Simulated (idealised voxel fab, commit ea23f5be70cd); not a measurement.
Process module in this document: voxel capacitor over wiring
Cross-section cut: width 260 nm, square cells of 5 nm.
Heads up, the way a cross-section reads in here is a grid of square cells, handed over as bands from the top down, with every band being one or more rows of cells. Heights first: top, then bottom, in nm. Then materials, left to right, each with a width in nm. "everywhere" on a single material: fills the band edge to edge. "air": empty space. Heights are reckoned from 0. Under this level, the received wafer is all of one material. The bottommost band is open-ended downward, for example "from 0 down". The two numbers in a width such as "30 to 40" mark its ends across the band: the first belongs to the top row of cells, the second to the bottom row, and from each row to the next the width moves by the same amount. "nothing got changed", as given for a step, is the statement that not any cell of the cross-section underwent a change during that step. So "Closed void inventory" is basically the list of trapped voids: any empty space of 8 cells or more that can't reach the top through an opening. They're written width x height at distance, the distance being from the left edge, and it's all nm. On each step's line, the part that comes after the settings is the simulator's own comment on the step. A step's line can hold "overlay nm"; with a mask on that step, the setting says how far right of the planned place the mask lay, while a negative setting says it lay to the left.
Intended process steps
step 1: op RECEIVE | material Si
step 2: op CONFORMAL_DEP | material SiO2 | thk nm 15
step 3: op DIRECTIONAL_DEP | material TiN | thk nm 5
step 4: op DIRECTIONAL_DEP | material W | thk nm 25
step 5: op DIRECTIONAL_DEP | material aC | thk nm 10
step 6: op PATTERN | tone cover | mask id METAL_1 | material resist | width nm 20 | pitch nm 85 | thk nm 25 | overlay nm 0
step 7: op DIRECTIONAL_ETCH | etch materials aC | depth nm 10
step 8: op STRIP | etch materials resist
step 9: op DIRECTIONAL_ETCH | etch materials W | depth nm 25
step 10: op DIRECTIONAL_ETCH | etch materials TiN | depth nm 5
step 11: op STRIP | etch materials aC
step 12: op CONFORMAL_DEP | material SiN | thk nm 5
step 13: op FILL_DEP | material SiO2 | thk nm 5
step 14: op CMP | height nm 45
step 15: op CONFORMAL_DEP | material SiCN | thk nm 5
step 16: op DIRECTIONAL_DEP | material lowk | thk nm 10
step 17: op MASKED_ETCH | tone open | mask id PLUG_1 | width nm 15 | etch materials lowk | depth nm 10 | overlay nm 0
step 18: op MASKED_ETCH | tone open | mask id PLUG_1 | width nm 15 | etch materials SiCN | depth nm 5 | overlay nm 0
step 19: op CONFORMAL_DEP | material TiN | thk nm 5
step 20: op FILL_DEP | material Cu | thk nm 10
step 21: op CMP | height nm 60
step 22: op DIRECTIONAL_DEP | material TiN | thk nm 10
step 23: op DIRECTIONAL_DEP | material HfO2 | thk nm 5
step 24: op DIRECTIONAL_DEP | material TiN | thk nm 5
step 25: op DIRECTIONAL_DEP | material aC | thk nm 15
step 26: op PATTERN | tone cover | mask id UPPER_PLATE | material resist | width nm 70 | thk nm 35 | overlay nm 0
step 27: op DIRECTIONAL_ETCH | etch materials aC | depth nm 15
step 28: op STRIP | etch materials resist
step 29: op DIRECTIONAL_ETCH | etch materials TiN | depth nm 5
step 30: op DIRECTIONAL_ETCH | etch materials HfO2 | depth nm 5
step 31: op STRIP | etch materials aC
step 32: op MASKED_ETCH | tone cover | mask id LOWER_PLATE | width nm 80 | etch materials TiN | depth nm 10 | overlay nm 0
step 33: op FILL_DEP | material SiO2 | thk nm 20
step 34: op CMP | height nm 95
step 35: op PATTERN | tone open | mask id PLUG_2 | material resist | width nm 15 | thk nm 15 | overlay nm 0
step 36: op DIRECTIONAL_ETCH | etch materials SiO2 | depth nm 15
step 37: op STRIP | etch materials resist
step 38: op CONFORMAL_DEP | material TiN | thk nm 5
step 39: op FILL_DEP | material Cu | thk nm 5
step 40: op CMP | height nm 95
step 41: op CONFORMAL_DEP | material SiN | thk nm 5
The plan's step 35 width nm is the first wafer's value; the wafers differ in this setting and start identical.
Cross-section of the first of several wafers as received (after step 1)
    from 0 down = Si everywhere
    Closed void inventory: none
Quick look at the cross-section of the first of several wafers after step 41, which wraps up the module
    from 100 to 95 = SiN everywhere
    from 95 to 85 = SiO2=90 / TiN=5 / Cu=5 / TiN=5 / SiO2=155
    from 85 to 75 = SiO2=90 to 80 / TiN=15 to 70 / SiO2=155 to 110
    from 75 to 70 = SiO2=80 / HfO2=70 / SiO2=110
    from 70 to 60 = SiO2=75 / TiN=80 / SiO2=105
    from 60 to 50 = lowk=80 / TiN=5 / Cu=5 / TiN=5 / lowk=165
    from 50 to 45 = SiCN=80 / TiN=15 / SiCN=165
    from 45 to 20 = SiO2=70 / SiN=5 / W=20 / SiN=5 / SiO2=55 / SiN=5 / W=20 / SiN=5 / SiO2=75
    from 20 to 15 = SiN=75 / TiN=20 / SiN=65 / TiN=20 / SiN=80
    from 15 to 0 = SiO2 everywhere
    from 0 down = Si everywhere
    Closed void inventory: none
A cross-section through the last wafer at the close of the module
    from 100 to 95 = SiN everywhere
    from 95 to 85 = SiO2=85 / TiN=5 / Cu=20 / TiN=5 / SiO2=145
    from 85 to 75 = SiO2=85 to 80 / TiN=30 to 70 / SiO2=145 to 110
    from 75 to 70 = SiO2=80 / HfO2=70 / SiO2=110
    from 70 to 60 = SiO2=75 / TiN=80 / SiO2=105
    from 60 to 50 = lowk=80 / TiN=5 / Cu=5 / TiN=5 / lowk=165
    from 50 to 45 = SiCN=80 / TiN=15 / SiCN=165
    from 45 to 20 = SiO2=70 / SiN=5 / W=20 / SiN=5 / SiO2=55 / SiN=5 / W=20 / SiN=5 / SiO2=75
    from 20 to 15 = SiN=75 / TiN=20 / SiN=65 / TiN=20 / SiN=80
    from 15 to 0 = SiO2 everywhere
    from 0 down = Si everywhere
    Closed void inventory: none
Heads up, this table goes wafer by wafer. A row tells you, at the end of the module, how many cells of each material that wafer has put on (+) or dropped (-) since it was received, and then its closed voids
width nm 15; +4 Cu; +14 HfO2; +49 SiCN; +116 SiN; +651 SiO2; +68 TiN; +40 W; +98 lowk; Closed void inventory: none
width nm 20; +6 Cu; +14 HfO2; +49 SiCN; +116 SiN; +648 SiO2; +69 TiN; +40 W; +98 lowk; Closed void inventory: none
width nm 25; +8 Cu; +14 HfO2; +49 SiCN; +116 SiN; +645 SiO2; +70 TiN; +40 W; +98 lowk; Closed void inventory: none
width nm 30; +10 Cu; +14 HfO2; +49 SiCN; +116 SiN; +642 SiO2; +71 TiN; +40 W; +98 lowk; Closed void inventory: none
